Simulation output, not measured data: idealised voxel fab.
You're looking at the process module voxel plated lines.
Displayed cross-section: cut, width of 230 nm, square cells sized 5 nm.
Reading order for cross-sections: top band down to bottom band. Underlying form: a grid of square cells. Band size: one or more rows of cells.
It is stipulated that each band's entry specify, in nanometres, the height of the top of the band and then that of its bottom, followed by the materials of the band in left-to-right sequence, each together with its width in nanometres. A single material marked by the word "all across" is understood to fill the band from edge to edge; the word "air" is understood to denote empty space.
Zero point of the height axis is 0; under it, received wafer = one material. Lowest band: continues down indefinitely, "0 nm and below".
A width such as "30..40" changes by the same amount from each row of cells to the next, from the band's top row to its bottom row.
Basically "everything unchanged" means that step didn't change any cell in the cross-section.
You'll see "Completely sealed voids" listing empty spaces that have no way open to the top, as long as they're 8 cells or more; the notation is width x height at distance, where the distance is from the left edge, and all of it is in nm.
Note: text after step settings on the step line = simulator remark on that step.
overlay nm: step with mask; distance mask lay right of planned place; negative value = left of planned place.
-- The steps planned for the process are as follows
- 1: RECEIVE (material Si)
- 2: CONFORMAL_DEP (material SiN; thk nm 15)
- 3: DIRECTIONAL_DEP (material TiN; thk nm 5)
- 4: PATTERN (tone open; mask id LINES; material resist; width nm 15; pitch nm 35; thk nm 20; overlay nm 0)
- 5: EPI (material Ru; thk nm 5)
- 6: STRIP (etch materials resist)
- 7: DIRECTIONAL_ETCH (etch materials TiN; depth nm 5)
- 8: CONFORMAL_DEP (material SiN; thk nm 10)
-- First of two wafers, with the run carried out as planned
-- Incoming wafer in cross-section (state: after step 1)
- 0 nm and below: Si all across
- Completely sealed voids: none
-- Cross-sectional representation of the wafer at the conclusion of step 2
- 15 nm to 0 nm: SiN all across
- At heights below 0, the structure remains unaltered.
-- Cross-sectional representation of the wafer at the conclusion of step 3
- 20 nm to 15 nm: TiN all across
- At heights below 15, the structure remains unaltered.
-- Cross-sectional representation of the wafer at the conclusion of step 4
- 40 nm to 20 nm: resist (55) / air (15) / resist (20) / air (15) / resist (20) / air (15) / resist (20) / air (15) / resist (55)
- At heights below 20, the structure remains unaltered.
-- Cross-sectional representation of the wafer at the conclusion of step 5
- 40 nm to 25 nm: resist (55) / air (15) / resist (20) / air (15) / resist (20) / air (15) / resist (20) / air (15) / resist (55)
- 25 nm to 20 nm: resist (55) / Ru (15) / resist (20) / Ru (15) / resist (20) / Ru (15) / resist (20) / Ru (15) / resist (55)
- At heights below 20, the structure remains unaltered.
-- Cross-sectional representation of the wafer at the conclusion of step 6
- 25 nm to 20 nm: air (55) / Ru (15) / air (20) / Ru (15) / air (20) / Ru (15) / air (20) / Ru (15) / air (55)
- At heights below 20, the structure remains unaltered.
-- Cross-sectional representation of the wafer at the conclusion of step 7
- 25 nm to 20 nm: air (55) / Ru (15) / air (20) / Ru (15) / air (20) / Ru (15) / air (20) / Ru (15) / air (55)
- 20 nm to 15 nm: air (55) / TiN (15) / air (20) / TiN (15) / air (20) / TiN (15) / air (20) / TiN (15) / air (55)
- At heights below 15, the structure remains unaltered.
-- Cross-sectional representation of the wafer at the conclusion of step 8
- 35 nm to 25 nm: air (45) / SiN (140) / air (45)
- 25 nm to 20 nm: SiN (55) / Ru (15) / SiN (20) / Ru (15) / SiN (20) / Ru (15) / SiN (20) / Ru (15) / SiN (55)
- 20 nm to 15 nm: SiN (55) / TiN (15) / SiN (20) / TiN (15) / SiN (20) / TiN (15) / SiN (20) / TiN (15) / SiN (55)
- At heights below 15, the structure remains unaltered.
-- Wafer two: like wafer one in start and plan, but with one mistake in execution; identical up to and including step 3
-- Cross-section: second wafer, time at which step 4 was scheduled to end
- 40 nm to 20 nm: resist (55) / air (20) / resist (15) / air (20) / resist (15) / air (20) / resist (15) / air (20) / resist (50)
- At heights below 20, the structure remains unaltered.
-- Cross-section: second wafer, time at which step 5 was scheduled to end
- 40 nm to 25 nm: resist (55) / air (20) / resist (15) / air (20) / resist (15) / air (20) / resist (15) / air (20) / resist (50)
- 25 nm to 20 nm: resist (55) / Ru (20) / resist (15) / Ru (20) / resist (15) / Ru (20) / resist (15) / Ru (20) / resist (50)
- At heights below 20, the structure remains unaltered.
-- Cross-section: second wafer, time at which step 6 was scheduled to end
- 25 nm to 20 nm: air (55) / Ru (20) / air (15) / Ru (20) / air (15) / Ru (20) / air (15) / Ru (20) / air (50)
- At heights below 20, the structure remains unaltered.
-- Cross-section: second wafer, time at which step 7 was scheduled to end
- 25 nm to 20 nm: air (55) / Ru (20) / air (15) / Ru (20) / air (15) / Ru (20) / air (15) / Ru (20) / air (50)
- 20 nm to 15 nm: air (55) / TiN (20) / air (15) / TiN (20) / air (15) / TiN (20) / air (15) / TiN (20) / air (50)
- At heights below 15, the structure remains unaltered.
-- Cross-section: second wafer, time at which step 8 was scheduled to end
- 35 nm to 25 nm: air (45) / SiN (145) / air (40)
- 25 nm to 20 nm: SiN (55) / Ru (20) / SiN (15) / Ru (20) / SiN (15) / Ru (20) / SiN (15) / Ru (20) / SiN (50)
- 20 nm to 15 nm: SiN (55) / TiN (20) / SiN (15) / TiN (20) / SiN (15) / TiN (20) / SiN (15) / TiN (20) / SiN (50)
- At heights below 15, the structure remains unaltered.
Run error: step 4 ran as: PATTERN (tone open; mask id LINES; material resist; width nm 20; pitch nm 35; thk nm 20; overlay nm 0)
Counted in cells at the end, the second wafer holds more or fewer of these materials than the first: +4 Ru; -6 SiN; +4 TiN
